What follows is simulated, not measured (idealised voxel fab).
Herein follows the process module entitled voxel ribs on slabs.
The cross-section on display is named cut; it measures 260 nm wide, and its cells are 5 nm squares.
The cross-sections in this document take the form of a grid made of square cells. They are written out as bands, in order from top to bottom. Each band consists of one or more rows of cells.
Within each band entry, the heights of the top and of the bottom of the band appear first, in that order and in nm; the materials of the band then follow from left to right, each with its corresponding width in nm. The designation "everywhere" on a single material indicates that it fills the band from edge to edge; the designation "blank" indicates empty space.
Beneath 0, the wafer as received is one material, and that level is where height counting begins. The lowest band goes on downward without a bottom; it is written like "0..down".
You'd read "30 to 40" like this: the band's top row of cells is as wide as the first number, its bottom row is as wide as the second, and going down, every row changes width by the same amount as the row before did.
"changes: none" means the step left every cell of the cross-section as it was.
You'll see "Enclosed void catalog" listing empty spaces that have no way open to the top, as long as they're 8 cells or more; the notation is width x height at distance, where the distance is from the left edge, and all of it is in nm.
Post-settings text on a step line: simulator's own remark regarding the step.
For masked steps, "overlay nm" on the step line gives how far right of plan the mask actually lay; a minus sign means it lay to the left.
# The following list gives the planned process steps
1,op RECEIVE | material Si
2,op DIRECTIONAL_DEP | material SiO2 | thk nm 30
3,op DIRECTIONAL_DEP | material SiN | thk nm 15
4,op PATTERN | tone cover | mask id RIB | material resist | width nm 25 | thk nm 15 | overlay nm 0
5,op DIRECTIONAL_ETCH | etch materials SiN | depth nm 5
6,op STRIP | etch materials resist
7,op MASKED_ETCH | tone cover | mask id SLAB | width nm 55 | etch materials SiN | depth nm 10 | overlay nm 0
8,op FILL_DEP | material SiO2 | thk nm 25
9,op CMP | height nm 65
10,op DIRECTIONAL_DEP | material TiN | thk nm 5
11,op MASKED_ETCH | tone cover | mask id HEATER | width nm 35 | etch materials TiN | depth nm 5 | overlay nm 0
12,op CONFORMAL_DEP | material SiO2 | thk nm 5
# Wafer cross-section on receipt, i.e. after step 1
- 0..down  Si everywhere
- Enclosed void catalog: none
# Figure: cross-sectional view of the wafer upon completion of the module, processed from the initial state and according to the plan depicted above, with one error introduced during execution
- 75..70  105 blank / 45 SiO2 / 110 blank
- 70..65  110 SiO2 / 35 TiN / 115 SiO2
- 65..15  SiO2 everywhere
- 15..0  SiN everywhere
- 0..down  Si everywhere
- Enclosed void catalog: none
What was done differently from what was planned? plan steps 2 and 3 run swapped
